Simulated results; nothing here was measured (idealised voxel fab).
The name of this process module is voxel capacitor over wiring.
This is section cut - it's 240 nm across, gridded in 5 nm square cells.
Just so we're on the same page, the cross-sections are grids of square cells, and they're listed out in bands top to bottom, each band one or more rows deep. Top height, bottom height, nm. Materials left to right, width each, nm. Single material + "full width" = fills band edge to edge. "air" = empty. A quick word on heights: they are counted from 0, and under that level the wafer as it came to us is one material throughout. The lowest band is different from the rest in having no bottom; it simply continues downward, written as in "0 -> down". So if you see something like "30 to 40" for the width, read it as the top row of the band sitting at the first number and the bottom row at the second, with every row in between moving by the same amount as the last. The cross-section has no changed cell in any step marked "remained unchanged". "Trapped void list" - sealed voids, min. 8 cells, no opening to top; format: width x height at distance (distance from left edge; nm throughout). What comes after the settings on a step's line is commentary from the simulator itself on that step. Regarding "overlay nm": on a step with a mask, it is the distance the mask lay to the right of its planned place; a negative value places it to the left.
## Listed below are the process steps as planned
step 1: RECEIVE with material Si
step 2: CONFORMAL_DEP with material SiO2, thk nm 15
step 3: DIRECTIONAL_DEP with material TiN, thk nm 5
step 4: DIRECTIONAL_DEP with material Ru, thk nm 15
step 5: DIRECTIONAL_DEP with material aC, thk nm 10
step 6: PATTERN with tone cover, mask id METAL_1, material resist, width nm 25, pitch nm 75, thk nm 25, overlay nm 0
step 7: DIRECTIONAL_ETCH with etch materials aC, depth nm 10
step 8: STRIP with etch materials resist
step 9: DIRECTIONAL_ETCH with etch materials Ru, depth nm 15
step 10: DIRECTIONAL_ETCH with etch materials TiN, depth nm 5
step 11: STRIP with etch materials aC
step 12: FILL_DEP with material SiO2, thk nm 10
step 13: CMP with height nm 35
step 14: CONFORMAL_DEP with material SiCN, thk nm 5
step 15: DIRECTIONAL_DEP with material SiO2, thk nm 20
step 16: MASKED_ETCH with tone open, mask id PLUG_1, width nm 15, etch materials SiO2, depth nm 20, overlay nm 0
step 17: MASKED_ETCH with tone open, mask id PLUG_1, width nm 15, etch materials SiCN, depth nm 5, overlay nm 0
step 18: EPI with material Ru, thk nm 10
step 19: EPI with material Ru, thk nm 10
step 20: EPI with material Ru, thk nm 5
step 21: DIRECTIONAL_DEP with material TiN, thk nm 10
step 22: DIRECTIONAL_DEP with material SiN, thk nm 5
step 23: DIRECTIONAL_DEP with material TiN, thk nm 10
step 24: DIRECTIONAL_DEP with material aC, thk nm 15
step 25: PATTERN with tone cover, mask id UPPER_PLATE, material resist, width nm 55, thk nm 30, overlay nm 0
step 26: DIRECTIONAL_ETCH with etch materials aC, depth nm 15
step 27: STRIP with etch materials resist
step 28: DIRECTIONAL_ETCH with etch materials TiN, depth nm 10
step 29: DIRECTIONAL_ETCH with etch materials SiN, depth nm 5
step 30: STRIP with etch materials aC
step 31: DIRECTIONAL_DEP with material aC, thk nm 15
step 32: PATTERN with tone cover, mask id LOWER_PLATE, material resist, width nm 65, thk nm 30, overlay nm 0
step 33: DIRECTIONAL_ETCH with etch materials aC, depth nm 15
step 34: STRIP with etch materials resist
step 35: DIRECTIONAL_ETCH with etch materials TiN, depth nm 10
step 36: STRIP with etch materials aC
step 37: FILL_DEP with material SiO2, thk nm 15
step 38: CMP with height nm 95
step 39: DIRECTIONAL_DEP with material aC, thk nm 10
step 40: PATTERN with tone open, mask id PLUG_2, material resist, width nm 15, thk nm 30, overlay nm 0
step 41: DIRECTIONAL_ETCH with etch materials aC, depth nm 10
step 42: STRIP with etch materials resist
step 43: DIRECTIONAL_ETCH with etch materials SiO2, depth nm 10
step 44: STRIP with etch materials aC
step 45: CONFORMAL_DEP with material TiN, thk nm 5
step 46: FILL_DEP with material Cu, thk nm 5
step 47: CMP with height nm 95
step 48: CONFORMAL_DEP with material SiN, thk nm 5
## Wafer as received: cross-section following step 1
    0 -> down = Si full width
    Trapped void list: none
## Same starting wafer, same plan as above, one mistake in the execution; this is the cross-section at the end of the module
    100 -> 95 = SiN full width
    95 -> 85 = SiO2: 80 | TiN: 25 | SiO2: 135
    85 -> 80 = SiO2: 80 | SiN: 25 | TiN: 30 | SiO2: 105
    80 -> 75 = SiO2: 75 | TiN: 60 | SiO2: 105
    75 -> 70 = SiO2: 75 | TiN: 30 | SiN: 30 | SiO2: 105
    70 -> 60 = SiO2: 70 | Ru: 35 | TiN: 35 | SiO2: 100
    60 -> 40 = SiO2: 80 | Ru: 15 | SiO2: 145
    40 -> 35 = SiCN: 80 | Ru: 15 | SiCN: 145
    35 -> 20 = SiO2: 70 | Ru: 25 | SiO2: 50 | Ru: 25 | SiO2: 70
    20 -> 15 = SiO2: 70 | TiN: 25 | SiO2: 50 | TiN: 25 | SiO2: 70
    15 -> 0 = SiO2 full width
    0 -> down = Si full width
    Trapped void list: none
Which mistake was made when the wafer was run? one of the identical process steps 18 and 19 has been performed twice, and it is not possible to determine which
